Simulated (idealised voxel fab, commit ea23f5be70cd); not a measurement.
Process module heading - voxel gate over fins
Each square cell in cross-section cut measures 5 nm, and the section as a whole is 195 nm wide.
Cross-sections here: square-cell grids, written as top-down lists of bands, a band being one or more rows of cells.
Top, bottom (nm), then materials left to right with widths (nm); lone material tagged "full width" fills the whole band edge to edge; "air" = empty space.
Heights from 0 (as-received wafer is one material below). Bottom band endless downward, as "0 nm and below".
With a width like "30 to 40", each row of cells in the band differs from the next by the same amount, the top row carrying the first number and the bottom row the second.
The designation "nothing changed", where it is given for a processing step, indicates that no cell of the cross-section was altered in the course of that step.
Each empty space that has no open way to the top and spans at least 8 cells appears under "Closed-off voids" as width x height at distance, the distance counted from the left edge, all in nm.
after a step's settings: what the simulator itself notes on the step
The "overlay nm" setting may appear on a step's line; for a step that uses a mask, it gives how far to the right of its planned position the mask lay, and a negative value indicates the left.
Planned process steps
1) RECEIVE | material Si
2) CONFORMAL_DEP | material SiN | thk nm 5
3) DIRECTIONAL_DEP | material aC | thk nm 15
4) PATTERN | tone cover | mask id FINS | material resist | width nm 15 | pitch nm 60 | thk nm 30 | overlay nm 0
5) DIRECTIONAL_ETCH | etch materials aC | depth nm 15
6) STRIP | etch materials resist
7) DIRECTIONAL_ETCH | etch materials SiN | depth nm 5
8) DIRECTIONAL_ETCH | etch materials Si | depth nm 30
9) STRIP | etch materials aC
10) FILL_DEP | material SiO2 | thk nm 10
11) CMP | height nm 5
12) MASKED_ETCH | tone open | mask id RAIL | width nm 15 | etch materials SiO2 | depth nm 30 | overlay nm 0
13) CONFORMAL_DEP | material TiN | thk nm 5
14) FILL_DEP | material W | thk nm 5
15) CMP | height nm 5
16) SELECTIVE_ETCH | etch materials W Ru TiN | depth nm 20
17) FILL_DEP | material SiO2 | thk nm 5
18) CMP | height nm 5
19) SELECTIVE_ETCH | etch materials SiO2 | depth nm 5
20) STRIP | etch materials SiN
21) CONFORMAL_DEP | material HfO2 | thk nm 5
22) CONFORMAL_DEP | material TiN | thk nm 5
23) CONFORMAL_DEP | material TiAl | thk nm 5
24) CONFORMAL_DEP | material TiN | thk nm 5
25) FILL_DEP | material W | thk nm 15
26) CMP | height nm 30
27) CONFORMAL_DEP | material SiCN | thk nm 10
varied across the wafers: depth nm of step 19. The plan shows the first wafer's value. All wafers start alike
As-received state after step 1, first of several wafers, cross-section
0 nm and below: Si full width
Closed-off voids: none
Per wafer (row), end of module: delta in cells per material since receipt, (+) for gained, (-) for lost; closed voids after that
depth nm 5; +39 HfO2; -180 Si; +78 SiCN; +174 SiO2; +39 TiAl; +83 TiN; +79 W; Closed-off voids: none
depth nm 10; +45 HfO2; -180 Si; +78 SiCN; +144 SiO2; +45 TiAl; +95 TiN; +85 W; Closed-off voids: none
depth nm 15; +51 HfO2; -180 Si; +78 SiCN; +114 SiO2; +51 TiAl; +107 TiN; +91 W; Closed-off voids: none
depth nm 20; +57 HfO2; -180 Si; +78 SiCN; +84 SiO2; +57 TiAl; +119 TiN; +97 W; Closed-off voids: none
depth nm 25; +65 HfO2; -180 Si; +78 SiCN; +57 SiO2; +61 TiAl; +129 TiN; +102 W; Closed-off voids: none
depth nm 30; +73 HfO2; -180 Si; +78 SiCN; +30 SiO2; +65 TiAl; +139 TiN; +107 W; Closed-off voids: none
